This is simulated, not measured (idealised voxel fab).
process module | voxel air gaps
cross-section cut | 295 nm wide | cells 5 nm
A cross-section is a grid of square cells, given in bands from the top down. A band is one or more rows of cells.
Each band's line starts with the height of the band's top and of its bottom, in nm. Then come its materials from left to right, each with its width in nm. One material with "throughout" fills the band from edge to edge. "air" is empty space.
Height 0 is the level under which the wafer as received is all one material. The lowest band goes on downwards, as in "0 down".
A width such as "30 to 40" changes by the same amount from each row of cells to the next, from the band's top row to its bottom row.
"no change" after a step means that no cell of the cross-section changed.
closed voids: empty space of 8 cells or more with no open way to the top, each as width x height at its distance from the left edge, in nm
after a step's settings: what the simulator itself notes on the step
overlay nm, on a step with a mask: how far to the right of its planned place the mask lay; to the left if negative
plan
1 op RECEIVE | material Si
2 op CONFORMAL_DEP | material SiO2 | thk nm 15
3 op CONFORMAL_DEP | material SiCN | thk nm 5
4 op DIRECTIONAL_DEP | material SiO2 | thk nm 40
5 op PATTERN | tone open | mask id LINES | material resist | width nm 20 | pitch nm 45 | thk nm 15 | overlay nm 0
6 op DIRECTIONAL_ETCH | etch materials SiO2 | depth nm 40
7 op STRIP | etch materials resist
8 op CONFORMAL_DEP | material TiN | thk nm 5
9 op FILL_DEP | material Ru | thk nm 10
10 op CMP | height nm 60
11 op EPI | material Ru | thk nm 10
12 op SELECTIVE_ETCH | etch materials SiO2 | depth nm 50
13 op CONFORMAL_DEP | material SiCN | thk nm 5
first wafer, as planned
as received, after step 1
  0 down: Si throughout
  closed voids: none
after step 2
  15 to 0: SiO2 throughout
  below 0: unchanged
after step 3
  20 to 15: SiCN throughout
  below 15: unchanged
after step 4
  60 to 20: SiO2 throughout
  below 20: unchanged
after step 5
  75 to 60: resist 70 | air 20 | resist 25 | air 20 | resist 25 | air 20 | resist 25 | air 20 | resist 70
  below 60: unchanged
after step 6
  75 to 60: resist 70 | air 20 | resist 25 | air 20 | resist 25 | air 20 | resist 25 | air 20 | resist 70
  60 to 20: SiO2 70 | air 20 | SiO2 25 | air 20 | SiO2 25 | air 20 | SiO2 25 | air 20 | SiO2 70
  below 20: unchanged
after step 7
  60 to 20: SiO2 70 | air 20 | SiO2 25 | air 20 | SiO2 25 | air 20 | SiO2 25 | air 20 | SiO2 70
  below 20: unchanged
after step 8
  65 to 60: TiN 75 | air 10 | TiN 35 | air 10 | TiN 35 | air 10 | TiN 35 | air 10 | TiN 75
  60 to 25: SiO2 70 | TiN 5 | air 10 | TiN 5 | SiO2 25 | TiN 5 | air 10 | TiN 5 | SiO2 25 | TiN 5 | air 10 | TiN 5 | SiO2 25 | TiN 5 | air 10 | TiN 5 | SiO2 70
  25 to 20: SiO2 70 | TiN 20 | SiO2 25 | TiN 20 | SiO2 25 | TiN 20 | SiO2 25 | TiN 20 | SiO2 70
  below 20: unchanged
after step 9
  75 to 65: Ru throughout
  65 to 60: TiN 75 | Ru 10 | TiN 35 | Ru 10 | TiN 35 | Ru 10 | TiN 35 | Ru 10 | TiN 75
  60 to 25: SiO2 70 | TiN 5 | Ru 10 | TiN 5 | SiO2 25 | TiN 5 | Ru 10 | TiN 5 | SiO2 25 | TiN 5 | Ru 10 | TiN 5 | SiO2 25 | TiN 5 | Ru 10 | TiN 5 | SiO2 70
  below 25: unchanged
after step 10
  60 to 25: SiO2 70 | TiN 5 | Ru 10 | TiN 5 | SiO2 25 | TiN 5 | Ru 10 | TiN 5 | SiO2 25 | TiN 5 | Ru 10 | TiN 5 | SiO2 25 | TiN 5 | Ru 10 | TiN 5 | SiO2 70
  below 25: unchanged
after step 11
  70 to 60: air 60 | Ru 40 | air 5 | Ru 40 | air 5 | Ru 40 | air 5 | Ru 40 | air 60
  below 60: unchanged
after step 12
  70 to 60: air 60 | Ru 40 | air 5 | Ru 40 | air 5 | Ru 40 | air 5 | Ru 40 | air 60
  60 to 25: air 70 | TiN 5 | Ru 10 | TiN 5 | air 25 | TiN 5 | Ru 10 | TiN 5 | air 25 | TiN 5 | Ru 10 | TiN 5 | air 25 | TiN 5 | Ru 10 | TiN 5 | air 70
  25 to 20: air 70 | TiN 20 | air 25 | TiN 20 | air 25 | TiN 20 | air 25 | TiN 20 | air 70
  below 20: unchanged
after step 13
  75 to 70: air 55 | SiCN 185 | air 55
  70 to 60: air 55 | SiCN 5 | Ru 40 | SiCN 5 | Ru 40 | SiCN 5 | Ru 40 | SiCN 5 | Ru 40 | SiCN 5 | air 55
  60 to 55: air 55 | SiCN 15 | TiN 5 | Ru 10 | TiN 5 | SiCN 25 | TiN 5 | Ru 10 | TiN 5 | SiCN 25 | TiN 5 | Ru 10 | TiN 5 | SiCN 25 | TiN 5 | Ru 10 | TiN 5 | SiCN 15 | air 55
  55 to 25: air 65 | SiCN 5 | TiN 5 | Ru 10 | TiN 5 | SiCN 5 | air 15 | SiCN 5 | TiN 5 | Ru 10 | TiN 5 | SiCN 5 | air 15 | SiCN 5 | TiN 5 | Ru 10 | TiN 5 | SiCN 5 | air 15 | SiCN 5 | TiN 5 | Ru 10 | TiN 5 | SiCN 5 | air 65
  25 to 20: SiCN 70 | TiN 20 | SiCN 25 | TiN 20 | SiCN 25 | TiN 20 | SiCN 25 | TiN 20 | SiCN 70
  below 20: unchanged
  closed voids: 15 x 30 at 95; 15 x 30 at 140; 15 x 30 at 185
second wafer: like start, like plan, one mistake. Through step 3 it matches the first wafer
when step 4 should have ended
  60 to 20: Ru throughout
  below 20: unchanged
when step 5 should have ended
  75 to 60: resist 70 | air 20 | resist 25 | air 20 | resist 25 | air 20 | resist 25 | air 20 | resist 70
  below 60: unchanged
when step 6 should have ended: no change
when step 7 should have ended
  60 to 20: Ru throughout
  below 20: unchanged
when step 8 should have ended
  65 to 60: TiN throughout
  below 60: unchanged
when step 9 should have ended
  75 to 65: Ru throughout
  below 65: unchanged
when step 10 should have ended
  60 to 20: Ru throughout
  below 20: unchanged
when step 11 should have ended
  70 to 20: Ru throughout
  below 20: unchanged
when step 12 should have ended: no change
when step 13 should have ended
  75 to 70: SiCN throughout
  below 70: unchanged
what went wrong: step 4 ran as: op DIRECTIONAL_DEP | material Ru | thk nm 40
at the end the second wafer has, in cells: 470 more of Ru | 100 fewer of SiCN | 72 fewer of TiN
closed voids at the end (first wafer, second wafer): 3, 0
